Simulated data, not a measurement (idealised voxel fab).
Presented below is a process module, voxel self aligned contacts.
In the cross-section labelled cut, the width is 265 nm and each square cell is 5 nm.
We lay out every cross-section as a grid of square cells and spell it out in bands from the top down, where one band means one or more rows of cells. Read a band's entry like this: the first values are the height of its top and the height of its bottom in nm, and what follows is the sequence of materials from left to right, each with its width in nm. Note that "air" is empty space, and that a single material marked "everywhere" reaches across the band from edge to edge. Basically, 0 is our baseline, since under it the wafer straight out of the box is all one material. The bottom band has no lower end and keeps on going down, so it looks like "0 nm and below". Think of "30..40" as a width that walks from the first number to the second as you go down the band, top row to bottom row, taking equal-sized steps from row to row. Take "no modification" at face value: in the step it is given for, the cross-section changed in none of its cells. Enclosed voids (no open way to top), threshold 8 cells or more, entry "Sealed internal cavities", notation width x height at distance, distance from left edge, nm. Where a step's line continues beyond its settings, the continuation is a remark by the simulator itself on that step. overlay nm: on a step with a mask, how far right of its planned place the mask lay; negative means left.

[Process steps (planned)]
| 1 | RECEIVE with material Si |
| 2 | OXIDIZE with depth nm 5 |
| 3 | DIRECTIONAL_DEP with material polySi, thk nm 20 |
| 4 | DIRECTIONAL_DEP with material SiN, thk nm 20 |
| 5 | MASKED_ETCH with tone cover, mask id GATE, width nm 35, pitch nm 60, etch materials SiN, depth nm 20, overlay nm 0 |
| 6 | MASKED_ETCH with tone cover, mask id GATE, width nm 35, pitch nm 60, etch materials polySi, depth nm 20, overlay nm 0 |
| 7 | CONFORMAL_DEP with material SiN, thk nm 5 |
| 8 | DIRECTIONAL_ETCH with etch materials SiN, depth nm 5 |
| 9 | FILL_DEP with material SiO2, thk nm 10 |
| 10 | CMP with height nm 45 |
| 11 | PATTERN with tone open, mask id CONTACT, material resist, width nm 45, thk nm 20, overlay nm 0 |
| 12 | DIRECTIONAL_ETCH with etch materials SiO2, depth nm 50 |
| 13 | STRIP with etch materials resist |
| 14 | CONFORMAL_DEP with material TiN, thk nm 5 |
| 15 | FILL_DEP with material W, thk nm 10 |
| 16 | CMP with height nm 45 |
| 17 | CONFORMAL_DEP with material SiN, thk nm 5 |

[Cross-section: wafer on arrival = after step 1]
	0 nm and below  Si everywhere
	Sealed internal cavities: none

[What the wafer looks like in cross-section after this module, when it starts as shown above and follows the plan above but one mistake is made in running it]
	50 nm to 45 nm  SiN everywhere
	45 nm to 40 nm  SiO2=110 / TiN=20 / W=10 / TiN=15 / SiO2=110
	40 nm to 25 nm  SiO2=85 / SiN=40 / TiN=5 / W=10 / TiN=5 / SiN=40 / SiO2=80
	25 nm to 20 nm  SiO2=85 / SiN=40 / TiN=5 / W=5 / TiN=10 / SiN=40 / SiO2=80
	20 nm to 0 nm  SiO2=80 / SiN=5 / polySi=35 / SiN=5 / TiN=5 / W=5 / TiN=5 / SiN=5 / polySi=35 / SiN=5 / SiO2=80
	0 nm to -5 nm  SiO2=125 / TiN=15 / SiO2=125
	-5 nm and below  Si everywhere
	Sealed internal cavities: none
Error vs. plan: step 5 did not happen as planned, as run it was MASKED_ETCH with tone cover, mask id GATE, width nm 30, pitch nm 60, etch materials SiN, depth nm 20, overlay nm 0
